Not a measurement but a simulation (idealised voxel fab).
process module | voxel spacer lines
cross-section cut | 220 nm wide | cells 5 nm
A cross-section is a grid of square cells, given in bands from the top down. A band is one or more rows of cells.
Each band's line starts with the height of the band's top and of its bottom, in nm. Then come its materials from left to right, each with its width in nm. One material with "throughout" fills the band from edge to edge. "air" is empty space.
Height 0 is the level under which the wafer as received is all one material. The lowest band goes on downwards, as in "0 down".
A width such as "30 to 40" changes by the same amount from each row of cells to the next, from the band's top row to its bottom row.
"no change" after a step means that no cell of the cross-section changed.
closed voids: empty space of 8 cells or more with no open way to the top, each as width x height at its distance from the left edge, in nm
after a step's settings: what the simulator itself notes on the step
overlay nm, on a step with a mask: how far to the right of its planned place the mask lay; to the left if negative
plan
1 op RECEIVE | material Si
2 op CONFORMAL_DEP | material Al2O3 | thk nm 10
3 op DIRECTIONAL_DEP | material SiN | thk nm 10
4 op DIRECTIONAL_DEP | material aC | thk nm 25
5 op PATTERN | tone cover | mask id MANDREL | material resist | width nm 15 | pitch nm 60 | thk nm 30 | overlay nm -15
6 op DIRECTIONAL_ETCH | etch materials aC | depth nm 25
7 op STRIP | etch materials resist
8 op CONFORMAL_DEP | material SiO2 | thk nm 15
9 op DIRECTIONAL_ETCH | etch materials SiO2 | depth nm 15
10 op STRIP | etch materials aC
11 op DIRECTIONAL_ETCH | etch materials SiN | depth nm 10
12 op STRIP | etch materials SiO2
13 op FILL_DEP | material SiO2 | thk nm 5
14 op CMP | height nm 20
varied across the wafers: overlay nm of step 5. The plan shows the first wafer's value. All wafers start alike
first wafer as received, after step 1
  0 down: Si throughout
  closed voids: none
first wafer at the end, after step 14
  20 to 10: SiO2 10 | SiN 15 | SiO2 15 | SiN 15 | SiO2 15 | SiN 15 | SiO2 15 | SiN 15 | SiO2 15 | SiN 15 | SiO2 15 | SiN 15 | SiO2 45
  10 to 0: Al2O3 throughout
  0 down: Si throughout
  closed voids: none
last wafer at the end
  20 to 10: SiO2 40 | SiN 15 | SiO2 15 | SiN 15 | SiO2 15 | SiN 15 | SiO2 15 | SiN 15 | SiO2 15 | SiN 15 | SiO2 15 | SiN 15 | SiO2 15
  10 to 0: Al2O3 throughout
  0 down: Si throughout
  closed voids: none
each wafer at the end: cells of each material gained (+) or lost (-) since it was received, then its closed voids
overlay nm -15 | +88 Al2O3 | +36 SiN | +52 SiO2 | closed voids: none
overlay nm -10 | +88 Al2O3 | +36 SiN | +52 SiO2 | closed voids: none
overlay nm -5 | +88 Al2O3 | +36 SiN | +52 SiO2 | closed voids: none
overlay nm 0 | +88 Al2O3 | +36 SiN | +52 SiO2 | closed voids: none
overlay nm 5 | +88 Al2O3 | +36 SiN | +52 SiO2 | closed voids: none
overlay nm 10 | +88 Al2O3 | +36 SiN | +52 SiO2 | closed voids: none
overlay nm 15 | +88 Al2O3 | +36 SiN | +52 SiO2 | closed voids: none
